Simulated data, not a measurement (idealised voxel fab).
voxel transistor to metal: a process module
The cross-section on display is named cut; it measures 265 nm wide, and its cells are 5 nm squares.
A cross-section is written here as square cells arranged in a grid, and it is given in bands from the top down, each band taking up one or more rows of cells.
Top, bottom (nm), then materials left to right with widths (nm); lone material tagged "edge to edge" fills the whole band edge to edge; "air" = empty space.
It should be noted that heights are counted from 0, beneath which the wafer as supplied is of one material throughout, and that the lowest band possesses no lower boundary but continues downward, as written in "from 0 down".
A width such as "30 to 40" changes by the same amount from each row of cells to the next, from the band's top row to its bottom row.
"nothing changed" after a step means that no cell of the cross-section changed.
If an empty space has no open way to the top and is at least 8 cells in size, "Fully enclosed voids" lists it, written width x height at distance, where distance is measured from the left edge and every value is in nm.
Step line, after settings: the simulator's comment on this step.
A step line may carry the setting "overlay nm", which, for steps involving a mask, states the distance by which the mask lay to the right of its intended position; negative values denote displacement to the left.
[The steps planned for the process are as follows]
1: RECEIVE | material Si
2: CONFORMAL_DEP | material SiO2 | thk nm 5
3: CONFORMAL_DEP | material SiN | thk nm 10
4: DIRECTIONAL_DEP | material aC | thk nm 10
5: PATTERN | tone cover | mask id ACTIVE | material resist | width nm 105 | pitch nm 125 | thk nm 30 | overlay nm 0
6: DIRECTIONAL_ETCH | etch materials aC | depth nm 10
7: STRIP | etch materials resist
8: DIRECTIONAL_ETCH | etch materials SiN | depth nm 10
9: DIRECTIONAL_ETCH | etch materials SiO2 | depth nm 5
10: DIRECTIONAL_ETCH | etch materials Si | depth nm 35
11: STRIP | etch materials aC
12: FILL_DEP | material SiO2 | thk nm 10
13: CMP | height nm 15
14: SELECTIVE_ETCH | etch materials SiO2 | depth nm 5
15: STRIP | etch materials SiN
16: SELECTIVE_ETCH | etch materials SiO2 | depth nm 5
17: OXIDIZE | depth nm 5
18: DIRECTIONAL_DEP | material polySi | thk nm 25
19: DIRECTIONAL_DEP | material SiCN | thk nm 15
20: MASKED_ETCH | tone cover | mask id GATE | width nm 25 | pitch nm 125 | etch materials SiCN | depth nm 25 | overlay nm 0
21: MASKED_ETCH | tone cover | mask id GATE | width nm 25 | pitch nm 125 | etch materials polySi | depth nm 35 | overlay nm 0
22: CONFORMAL_DEP | material SiN | thk nm 5
23: DIRECTIONAL_ETCH | etch materials SiN | depth nm 5
24: DIRECTIONAL_ETCH | etch materials SiO2 | depth nm 5
25: EPI | material nSi | thk nm 5
26: FILL_DEP | material SiO2 | thk nm 10
27: CMP | height nm 25
28: STRIP | etch materials polySi
29: SELECTIVE_ETCH | etch materials SiO2 | depth nm 5
30: CONFORMAL_DEP | material HfO2 | thk nm 5
31: CONFORMAL_DEP | material TiN | thk nm 5
32: FILL_DEP | material W | thk nm 10
33: CMP | height nm 20
34: DIRECTIONAL_DEP | material SiO2 | thk nm 10
35: PATTERN | tone open | mask id CONTACT | material resist | width nm 15 | thk nm 20 | overlay nm 0
36: DIRECTIONAL_ETCH | etch materials SiO2 | depth nm 30
37: STRIP | etch materials resist
38: CONFORMAL_DEP | material TiN | thk nm 5
39: FILL_DEP | material Ru | thk nm 10
40: CMP | height nm 30
41: CONFORMAL_DEP | material SiN | thk nm 5
42: DIRECTIONAL_DEP | material lowk | thk nm 15
43: PATTERN | tone open | mask id METAL_1 | material resist | width nm 15 | thk nm 15 | overlay nm 0
44: DIRECTIONAL_ETCH | etch materials lowk | depth nm 15
45: DIRECTIONAL_ETCH | etch materials SiN | depth nm 5
46: STRIP | etch materials resist
47: CONFORMAL_DEP | material TiN | thk nm 5
48: FILL_DEP | material Cu | thk nm 5
49: CMP | height nm 50
50: EPI | material Ru | thk nm 5
51: FILL_DEP | material SiCN | thk nm 5
[Below: the first of two wafers, run as planned]
[Wafer at receipt (post step 1), cross-section]
- from 0 down: Si edge to edge
- Fully enclosed voids: none
[Step 2 done - wafer cross-section]
- from 5 to 0: SiO2 edge to edge
- Under 0: no change, same as before.
[Step 3 done - wafer cross-section]
- from 15 to 5: SiN edge to edge
- Under 5: no change, same as before.
[Step 4 done - wafer cross-section]
- from 25 to 15: aC edge to edge
- Under 15: no change, same as before.
[Step 5 done - wafer cross-section]
- from 55 to 25: air (15); resist (105); air (20); resist (105); air (20)
- Under 25: no change, same as before.
[Step 6 done - wafer cross-section]
- from 45 to 25: air (15); resist (105); air (20); resist (105); air (20)
- from 25 to 15: air (15); aC (105); air (20); aC (105); air (20)
- Under 15: no change, same as before.
[Step 7 done - wafer cross-section]
- from 25 to 15: air (15); aC (105); air (20); aC (105); air (20)
- Under 15: no change, same as before.
[Step 8 done - wafer cross-section]
- from 25 to 15: air (15); aC (105); air (20); aC (105); air (20)
- from 15 to 5: air (15); SiN (105); air (20); SiN (105); air (20)
- Under 5: no change, same as before.
[Step 9 done - wafer cross-section]
- from 25 to 15: air (15); aC (105); air (20); aC (105); air (20)
- from 15 to 5: air (15); SiN (105); air (20); SiN (105); air (20)
- from 5 to 0: air (15); SiO2 (105); air (20); SiO2 (105); air (20)
- Under 0: no change, same as before.
[Step 10 done - wafer cross-section]
- from 25 to 15: air (15); aC (105); air (20); aC (105); air (20)
- from 15 to 5: air (15); SiN (105); air (20); SiN (105); air (20)
- from 5 to 0: air (15); SiO2 (105); air (20); SiO2 (105); air (20)
- from 0 to -35: air (15); Si (105); air (20); Si (105); air (20)
- Under -35: no change, same as before.
[Step 11 done - wafer cross-section]
- from 15 to 5: air (15); SiN (105); air (20); SiN (105); air (20)
- Under 5: no change, same as before.
[Step 12 done - wafer cross-section]
- from 25 to 15: SiO2 edge to edge
- from 15 to 5: SiO2 (15); SiN (105); SiO2 (20); SiN (105); SiO2 (20)
- from 5 to 0: SiO2 edge to edge
- from 0 to -35: SiO2 (15); Si (105); SiO2 (20); Si (105); SiO2 (20)
- Under -35: no change, same as before.
[Step 13 done - wafer cross-section]
- from 15 to 5: SiO2 (15); SiN (105); SiO2 (20); SiN (105); SiO2 (20)
- Under 5: no change, same as before.
[Step 14 done - wafer cross-section]
- from 15 to 10: air (15); SiN (105); air (20); SiN (105); air (20)
- Under 10: no change, same as before.
[Step 15 done - wafer cross-section]
- from 10 to 5: SiO2 (15); air (105); SiO2 (20); air (105); SiO2 (20)
- Under 5: no change, same as before.
[Step 16 done - wafer cross-section]
- from 5 to 0: SiO2 (10); air (115); SiO2 (10); air (115); SiO2 (15)
- Under 0: no change, same as before.
[Step 17 done - wafer cross-section]
- from 5 to 0: SiO2 (10); air (115); SiO2 (10); air (115); SiO2 (15)
- from 0 to -5: SiO2 edge to edge
- Under -5: no change, same as before.
[Step 18 done - wafer cross-section]
- from 30 to 25: polySi (10); air (115); polySi (10); air (115); polySi (15)
- from 25 to 5: polySi edge to edge
- from 5 to 0: SiO2 (10); polySi (115); SiO2 (10); polySi (115); SiO2 (15)
- Under 0: no change, same as before.
[Step 19 done - wafer cross-section]
- from 45 to 40: SiCN (10); air (115); SiCN (10); air (115); SiCN (15)
- from 40 to 30: SiCN edge to edge
- from 30 to 25: polySi (10); SiCN (115); polySi (10); SiCN (115); polySi (15)
- Under 25: no change, same as before.
[Step 20 done - wafer cross-section]
- from 40 to 30: air (55); SiCN (25); air (100); SiCN (25); air (60)
- from 30 to 25: polySi (10); air (45); SiCN (25); air (45); polySi (10); air (45); SiCN (25); air (45); polySi (15)
- Under 25: no change, same as before.
[Step 21 done - wafer cross-section]
- from 40 to 25: air (55); SiCN (25); air (100); SiCN (25); air (60)
- from 25 to 5: air (55); polySi (25); air (100); polySi (25); air (60)
- from 5 to 0: SiO2 (10); air (45); polySi (25); air (45); SiO2 (10); air (45); polySi (25); air (45); SiO2 (15)
- Under 0: no change, same as before.
[Step 22 done - wafer cross-section]
- from 45 to 40: air (50); SiN (35); air (90); SiN (35); air (55)
- from 40 to 25: air (50); SiN (5); SiCN (25); SiN (5); air (90); SiN (5); SiCN (25); SiN (5); air (55)
- from 25 to 10: air (50); SiN (5); polySi (25); SiN (5); air (90); SiN (5); polySi (25); SiN (5); air (55)
- from 10 to 5: SiN (15); air (35); SiN (5); polySi (25); SiN (5); air (35); SiN (20); air (35); SiN (5); polySi (25); SiN (5); air (35); SiN (20)
- from 5 to 0: SiO2 (10); SiN (45); polySi (25); SiN (45); SiO2 (10); SiN (45); polySi (25); SiN (45); SiO2 (15)
- Under 0: no change, same as before.
[Step 23 done - wafer cross-section]
- from 40 to 25: air (50); SiN (5); SiCN (25); SiN (5); air (90); SiN (5); SiCN (25); SiN (5); air (55)
- from 25 to 5: air (50); SiN (5); polySi (25); SiN (5); air (90); SiN (5); polySi (25); SiN (5); air (55)
- from 5 to 0: SiO2 (10); SiN (5); air (35); SiN (5); polySi (25); SiN (5); air (35); SiN (5); SiO2 (10); SiN (5); air (35); SiN (5); polySi (25); SiN (5); air (35); SiN (5); SiO2 (15)
- Under 0: no change, same as before.
[Step 24 done - wafer cross-section]
- from 40 to 25: air (50); SiN (5); SiCN (25); SiN (5); air (90); SiN (5); SiCN (25); SiN (5); air (55)
- from 25 to 5: air (50); SiN (5); polySi (25); SiN (5); air (90); SiN (5); polySi (25); SiN (5); air (55)
- from 5 to 0: air (10); SiN (5); air (35); SiN (5); polySi (25); SiN (5); air (35); SiN (5); air (10); SiN (5); air (35); SiN (5); polySi (25); SiN (5); air (35); SiN (5); air (15)
- from 0 to -5: SiO2 (15); air (35); SiO2 (35); air (35); SiO2 (20); air (35); SiO2 (35); air (35); SiO2 (20)
- Under -5: no change, same as before.
[Step 25 done - wafer cross-section]
- from 40 to 25: air (50); SiN (5); SiCN (25); SiN (5); air (90); SiN (5); SiCN (25); SiN (5); air (55)
- from 25 to 5: air (50); SiN (5); polySi (25); SiN (5); air (90); SiN (5); polySi (25); SiN (5); air (55)
- from 5 to 0: air (10); SiN (5); air (35); SiN (5); polySi (25); SiN (5); air (35); SiN (5); air (10); SiN (5); air (35); SiN (5); polySi (25); SiN (5); air (35); SiN (5); air (15)
- from 0 to -5: SiO2 (15); nSi (35); SiO2 (35); nSi (35); SiO2 (20); nSi (35); SiO2 (35); nSi (35); SiO2 (20)
- Under -5: no change, same as before.
[Step 26 done - wafer cross-section]
- from 50 to 40: SiO2 edge to edge
- from 40 to 25: SiO2 (50); SiN (5); SiCN (25); SiN (5); SiO2 (90); SiN (5); SiCN (25); SiN (5); SiO2 (55)
- from 25 to 5: SiO2 (50); SiN (5); polySi (25); SiN (5); SiO2 (90); SiN (5); polySi (25); SiN (5); SiO2 (55)
- from 5 to 0: SiO2 (10); SiN (5); SiO2 (35); SiN (5); polySi (25); SiN (5); SiO2 (35); SiN (5); SiO2 (10); SiN (5); SiO2 (35); SiN (5); polySi (25); SiN (5); SiO2 (35); SiN (5); SiO2 (15)
- Under 0: no change, same as before.
[Step 27 done - wafer cross-section]
- from 25 to 5: SiO2 (50); SiN (5); polySi (25); SiN (5); SiO2 (90); SiN (5); polySi (25); SiN (5); SiO2 (55)
- Under 5: no change, same as before.
[Step 28 done - wafer cross-section]
- from 25 to 5: SiO2 (50); SiN (5); air (25); SiN (5); SiO2 (90); SiN (5); air (25); SiN (5); SiO2 (55)
- from 5 to 0: SiO2 (10); SiN (5); SiO2 (35); SiN (5); air (25); SiN (5); SiO2 (35); SiN (5); SiO2 (10); SiN (5); SiO2 (35); SiN (5); air (25); SiN (5); SiO2 (35); SiN (5); SiO2 (15)
- Under 0: no change, same as before.
[Step 29 done - wafer cross-section]
- from 25 to 20: air (50); SiN (5); air (25); SiN (5); air (90); SiN (5); air (25); SiN (5); air (55)
- from 20 to 5: SiO2 (50); SiN (5); air (25); SiN (5); SiO2 (90); SiN (5); air (25); SiN (5); SiO2 (55)
- from 5 to 0: SiO2 (10); SiN (5); SiO2 (35); SiN (5); air (25); SiN (5); SiO2 (35); SiN (5); SiO2 (10); SiN (5); SiO2 (35); SiN (5); air (25); SiN (5); SiO2 (35); SiN (5); SiO2 (15)
- from 0 to -5: SiO2 (15); nSi (35); air (35); nSi (35); SiO2 (20); nSi (35); air (35); nSi (35); SiO2 (20)
- Under -5: no change, same as before.
[Step 30 done - wafer cross-section]
- from 30 to 25: air (45); HfO2 (15); air (15); HfO2 (15); air (80); HfO2 (15); air (15); HfO2 (15); air (50)
- from 25 to 20: HfO2 (50); SiN (5); HfO2 (5); air (15); HfO2 (5); SiN (5); HfO2 (90); SiN (5); HfO2 (5); air (15); HfO2 (5); SiN (5); HfO2 (55)
- from 20 to 5: SiO2 (50); SiN (5); HfO2 (5); air (15); HfO2 (5); SiN (5); SiO2 (90); SiN (5); HfO2 (5); air (15); HfO2 (5); SiN (5); SiO2 (55)
- from 5 to 0: SiO2 (10); SiN (5); SiO2 (35); SiN (5); HfO2 (5); air (15); HfO2 (5); SiN (5); SiO2 (35); SiN (5); SiO2 (10); SiN (5); SiO2 (35); SiN (5); HfO2 (5); air (15); HfO2 (5); SiN (5); SiO2 (35); SiN (5); SiO2 (15)
- from 0 to -5: SiO2 (15); nSi (35); HfO2 (35); nSi (35); SiO2 (20); nSi (35); HfO2 (35); nSi (35); SiO2 (20)
- Under -5: no change, same as before.
[Step 31 done - wafer cross-section]
- from 35 to 30: air (40); TiN (25); air (5); TiN (25); air (70); TiN (25); air (5); TiN (25); air (45)
- from 30 to 25: TiN (45); HfO2 (15); TiN (5); air (5); TiN (5); HfO2 (15); TiN (80); HfO2 (15); TiN (5); air (5); TiN (5); HfO2 (15); TiN (50)
- from 25 to 20: HfO2 (50); SiN (5); HfO2 (5); TiN (5); air (5); TiN (5); HfO2 (5); SiN (5); HfO2 (90); SiN (5); HfO2 (5); TiN (5); air (5); TiN (5); HfO2 (5); SiN (5); HfO2 (55)
- from 20 to 5: SiO2 (50); SiN (5); HfO2 (5); TiN (5); air (5); TiN (5); HfO2 (5); SiN (5); SiO2 (90); SiN (5); HfO2 (5); TiN (5); air (5); TiN (5); HfO2 (5); SiN (5); SiO2 (55)
- from 5 to 0: SiO2 (10); SiN (5); SiO2 (35); SiN (5); HfO2 (5); TiN (15); HfO2 (5); SiN (5); SiO2 (35); SiN (5); SiO2 (10); SiN (5); SiO2 (35); SiN (5); HfO2 (5); TiN (15); HfO2 (5); SiN (5); SiO2 (35); SiN (5); SiO2 (15)
- Under 0: no change, same as before.
[Step 32 done - wafer cross-section]
- from 45 to 35: W edge to edge
- from 35 to 30: W (40); TiN (25); W (5); TiN (25); W (70); TiN (25); W (5); TiN (25); W (45)
- from 30 to 25: TiN (45); HfO2 (15); TiN (5); W (5); TiN (5); HfO2 (15); TiN (80); HfO2 (15); TiN (5); W (5); TiN (5); HfO2 (15); TiN (50)
- from 25 to 20: HfO2 (50); SiN (5); HfO2 (5); TiN (5); W (5); TiN (5); HfO2 (5); SiN (5); HfO2 (90); SiN (5); HfO2 (5); TiN (5); W (5); TiN (5); HfO2 (5); SiN (5); HfO2 (55)
- from 20 to 5: SiO2 (50); SiN (5); HfO2 (5); TiN (5); W (5); TiN (5); HfO2 (5); SiN (5); SiO2 (90); SiN (5); HfO2 (5); TiN (5); W (5); TiN (5); HfO2 (5); SiN (5); SiO2 (55)
- Under 5: no change, same as before.
[Step 33 done - wafer cross-section]
- from 20 to 5: SiO2 (50); SiN (5); HfO2 (5); TiN (5); W (5); TiN (5); HfO2 (5); SiN (5); SiO2 (90); SiN (5); HfO2 (5); TiN (5); W (5); TiN (5); HfO2 (5); SiN (5); SiO2 (55)
- Under 5: no change, same as before.
[Step 34 done - wafer cross-section]
- from 30 to 20: SiO2 edge to edge
- Under 20: no change, same as before.
[Step 35 done - wafer cross-section]
- from 50 to 30: resist (25); air (15); resist (55); air (15); resist (40); air (15); resist (55); air (15); resist (30)
- Under 30: no change, same as before.
[Step 36 done - wafer cross-section]
- from 50 to 30: resist (25); air (15); resist (55); air (15); resist (40); air (15); resist (55); air (15); resist (30)
- from 30 to 20: SiO2 (25); air (15); SiO2 (55); air (15); SiO2 (40); air (15); SiO2 (55); air (15); SiO2 (30)
- from 20 to 5: SiO2 (25); air (15); SiO2 (10); SiN (5); HfO2 (5); TiN (5); W (5); TiN (5); HfO2 (5); SiN (5); SiO2 (10); air (15); SiO2 (40); air (15); SiO2 (10); SiN (5); HfO2 (5); TiN (5); W (5); TiN (5); HfO2 (5); SiN (5); SiO2 (10); air (15); SiO2 (30)
- from 5 to 0: SiO2 (10); SiN (5); SiO2 (10); air (15); SiO2 (10); SiN (5); HfO2 (5); TiN (15); HfO2 (5); SiN (5); SiO2 (10); air (15); SiO2 (10); SiN (5); SiO2 (10); SiN (5); SiO2 (10); air (15); SiO2 (10); SiN (5); HfO2 (5); TiN (15); HfO2 (5); SiN (5); SiO2 (10); air (15); SiO2 (10); SiN (5); SiO2 (15)
- Under 0: no change, same as before.
[Step 37 done - wafer cross-section]
- from 30 to 20: SiO2 (25); air (15); SiO2 (55); air (15); SiO2 (40); air (15); SiO2 (55); air (15); SiO2 (30)
- Under 20: no change, same as before.
[Step 38 done - wafer cross-section]
- from 35 to 30: TiN (30); air (5); TiN (65); air (5); TiN (50); air (5); TiN (65); air (5); TiN (35)
- from 30 to 20: SiO2 (25); TiN (5); air (5); TiN (5); SiO2 (55); TiN (5); air (5); TiN (5); SiO2 (40); TiN (5); air (5); TiN (5); SiO2 (55); TiN (5); air (5); TiN (5); SiO2 (30)
- from 20 to 5: SiO2 (25); TiN (5); air (5); TiN (5); SiO2 (10); SiN (5); HfO2 (5); TiN (5); W (5); TiN (5); HfO2 (5); SiN (5); SiO2 (10); TiN (5); air (5); TiN (5); SiO2 (40); TiN (5); air (5); TiN (5); SiO2 (10); SiN (5); HfO2 (5); TiN (5); W (5); TiN (5); HfO2 (5); SiN (5); SiO2 (10); TiN (5); air (5); TiN (5); SiO2 (30)
- from 5 to 0: SiO2 (10); SiN (5); SiO2 (10); TiN (15); SiO2 (10); SiN (5); HfO2 (5); TiN (15); HfO2 (5); SiN (5); SiO2 (10); TiN (15); SiO2 (10); SiN (5); SiO2 (10); SiN (5); SiO2 (10); TiN (15); SiO2 (10); SiN (5); HfO2 (5); TiN (15); HfO2 (5); SiN (5); SiO2 (10); TiN (15); SiO2 (10); SiN (5); SiO2 (15)
- Under 0: no change, same as before.
[Step 39 done - wafer cross-section]
- from 45 to 35: Ru edge to edge
- from 35 to 30: TiN (30); Ru (5); TiN (65); Ru (5); TiN (50); Ru (5); TiN (65); Ru (5); TiN (35)
- from 30 to 20: SiO2 (25); TiN (5); Ru (5); TiN (5); SiO2 (55); TiN (5); Ru (5); TiN (5); SiO2 (40); TiN (5); Ru (5); TiN (5); SiO2 (55); TiN (5); Ru (5); TiN (5); SiO2 (30)
- from 20 to 5: SiO2 (25); TiN (5); Ru (5); TiN (5); SiO2 (10); SiN (5); HfO2 (5); TiN (5); W (5); TiN (5); HfO2 (5); SiN (5); SiO2 (10); TiN (5); Ru (5); TiN (5); SiO2 (40); TiN (5); Ru (5); TiN (5); SiO2 (10); SiN (5); HfO2 (5); TiN (5); W (5); TiN (5); HfO2 (5); SiN (5); SiO2 (10); TiN (5); Ru (5); TiN (5); SiO2 (30)
- Under 5: no change, same as before.
[Step 40 done - wafer cross-section]
- from 30 to 20: SiO2 (25); TiN (5); Ru (5); TiN (5); SiO2 (55); TiN (5); Ru (5); TiN (5); SiO2 (40); TiN (5); Ru (5); TiN (5); SiO2 (55); TiN (5); Ru (5); TiN (5); SiO2 (30)
- Under 20: no change, same as before.
[Step 41 done - wafer cross-section]
- from 35 to 30: SiN edge to edge
- Under 30: no change, same as before.
[Step 42 done - wafer cross-section]
- from 50 to 35: lowk edge to edge
- Under 35: no change, same as before.
[Step 43 done - wafer cross-section]
- from 65 to 50: resist (25); air (15); resist (55); air (15); resist (40); air (15); resist (55); air (15); resist (30)
- Under 50: no change, same as before.
[Step 44 done - wafer cross-section]
- from 65 to 50: resist (25); air (15); resist (55); air (15); resist (40); air (15); resist (55); air (15); resist (30)
- from 50 to 35: lowk (25); air (15); lowk (55); air (15); lowk (40); air (15); lowk (55); air (15); lowk (30)
- Under 35: no change, same as before.
[Step 45 done - wafer cross-section]
- from 65 to 50: resist (25); air (15); resist (55); air (15); resist (40); air (15); resist (55); air (15); resist (30)
- from 50 to 35: lowk (25); air (15); lowk (55); air (15); lowk (40); air (15); lowk (55); air (15); lowk (30)
- from 35 to 30: SiN (25); air (15); SiN (55); air (15); SiN (40); air (15); SiN (55); air (15); SiN (30)
- Under 30: no change, same as before.
[Step 46 done - wafer cross-section]
- from 50 to 35: lowk (25); air (15); lowk (55); air (15); lowk (40); air (15); lowk (55); air (15); lowk (30)
- Under 35: no change, same as before.
[Step 47 done - wafer cross-section]
- from 55 to 50: TiN (30); air (5); TiN (65); air (5); TiN (50); air (5); TiN (65); air (5); TiN (35)
- from 50 to 35: lowk (25); TiN (5); air (5); TiN (5); lowk (55); TiN (5); air (5); TiN (5); lowk (40); TiN (5); air (5); TiN (5); lowk (55); TiN (5); air (5); TiN (5); lowk (30)
- from 35 to 30: SiN (25); TiN (15); SiN (55); TiN (15); SiN (40); TiN (15); SiN (55); TiN (15); SiN (30)
- Under 30: no change, same as before.
[Step 48 done - wafer cross-section]
- from 60 to 55: Cu edge to edge
- from 55 to 50: TiN (30); Cu (5); TiN (65); Cu (5); TiN (50); Cu (5); TiN (65); Cu (5); TiN (35)
- from 50 to 35: lowk (25); TiN (5); Cu (5); TiN (5); lowk (55); TiN (5); Cu (5); TiN (5); lowk (40); TiN (5); Cu (5); TiN (5); lowk (55); TiN (5); Cu (5); TiN (5); lowk (30)
- Under 35: no change, same as before.
[Step 49 done - wafer cross-section]
- from 50 to 35: lowk (25); TiN (5); Cu (5); TiN (5); lowk (55); TiN (5); Cu (5); TiN (5); lowk (40); TiN (5); Cu (5); TiN (5); lowk (55); TiN (5); Cu (5); TiN (5); lowk (30)
- Under 35: no change, same as before.
[Step 50 done - wafer cross-section]
- from 55 to 50: air (20); Ru (25); air (45); Ru (25); air (30); Ru (25); air (45); Ru (25); air (25)
- Under 50: no change, same as before.
[Step 51 done - wafer cross-section]
- from 60 to 55: SiCN edge to edge
- from 55 to 50: SiCN (20); Ru (25); SiCN (45); Ru (25); SiCN (30); Ru (25); SiCN (45); Ru (25); SiCN (25)
- Under 50: no change, same as before.
[The second wafer began exactly as the first did and followed the same plan, but one mistake was made while running it; through step 42 inclusive, the two wafers are identical]
[Look at the second wafer in cross-section at the time step 43 ought to have finished]
- from 65 to 50: resist (15); air (15); resist (55); air (15); resist (40); air (15); resist (55); air (15); resist (40)
- Under 50: no change, same as before.
[Look at the second wafer in cross-section at the time step 44 ought to have finished]
- from 65 to 50: resist (15); air (15); resist (55); air (15); resist (40); air (15); resist (55); air (15); resist (40)
- from 50 to 35: lowk (15); air (15); lowk (55); air (15); lowk (40); air (15); lowk (55); air (15); lowk (40)
- Under 35: no change, same as before.
[Look at the second wafer in cross-section at the time step 45 ought to have finished]
- from 65 to 50: resist (15); air (15); resist (55); air (15); resist (40); air (15); resist (55); air (15); resist (40)
- from 50 to 35: lowk (15); air (15); lowk (55); air (15); lowk (40); air (15); lowk (55); air (15); lowk (40)
- from 35 to 30: SiN (15); air (15); SiN (55); air (15); SiN (40); air (15); SiN (55); air (15); SiN (40)
- Under 30: no change, same as before.
[Look at the second wafer in cross-section at the time step 46 ought to have finished]
- from 50 to 35: lowk (15); air (15); lowk (55); air (15); lowk (40); air (15); lowk (55); air (15); lowk (40)
- Under 35: no change, same as before.
[Look at the second wafer in cross-section at the time step 47 ought to have finished]
- from 55 to 50: TiN (20); air (5); TiN (65); air (5); TiN (50); air (5); TiN (65); air (5); TiN (45)
- from 50 to 35: lowk (15); TiN (5); air (5); TiN (5); lowk (55); TiN (5); air (5); TiN (5); lowk (40); TiN (5); air (5); TiN (5); lowk (55); TiN (5); air (5); TiN (5); lowk (40)
- from 35 to 30: SiN (15); TiN (15); SiN (55); TiN (15); SiN (40); TiN (15); SiN (55); TiN (15); SiN (40)
- Under 30: no change, same as before.
[Look at the second wafer in cross-section at the time step 48 ought to have finished]
- from 60 to 55: Cu edge to edge
- from 55 to 50: TiN (20); Cu (5); TiN (65); Cu (5); TiN (50); Cu (5); TiN (65); Cu (5); TiN (45)
- from 50 to 35: lowk (15); TiN (5); Cu (5); TiN (5); lowk (55); TiN (5); Cu (5); TiN (5); lowk (40); TiN (5); Cu (5); TiN (5); lowk (55); TiN (5); Cu (5); TiN (5); lowk (40)
- Under 35: no change, same as before.
[Look at the second wafer in cross-section at the time step 49 ought to have finished]
- from 50 to 35: lowk (15); TiN (5); Cu (5); TiN (5); lowk (55); TiN (5); Cu (5); TiN (5); lowk (40); TiN (5); Cu (5); TiN (5); lowk (55); TiN (5); Cu (5); TiN (5); lowk (40)
- Under 35: no change, same as before.
[Look at the second wafer in cross-section at the time step 50 ought to have finished]
- from 55 to 50: air (10); Ru (25); air (45); Ru (25); air (30); Ru (25); air (45); Ru (25); air (35)
- Under 50: no change, same as before.
[Look at the second wafer in cross-section at the time step 51 ought to have finished]
- from 60 to 55: SiCN edge to edge
- from 55 to 50: SiCN (10); Ru (25); SiCN (45); Ru (25); SiCN (30); Ru (25); SiCN (45); Ru (25); SiCN (35)
- Under 50: no change, same as before.
What went wrong in running the wafer? contrary to plan, step 43 was performed as PATTERN | tone open | mask id METAL_1 | material resist | width nm 15 | thk nm 15 | overlay nm -10
By the end, you'd get the same cell count for each material on either wafer, but the second wafer puts them somewhere else.
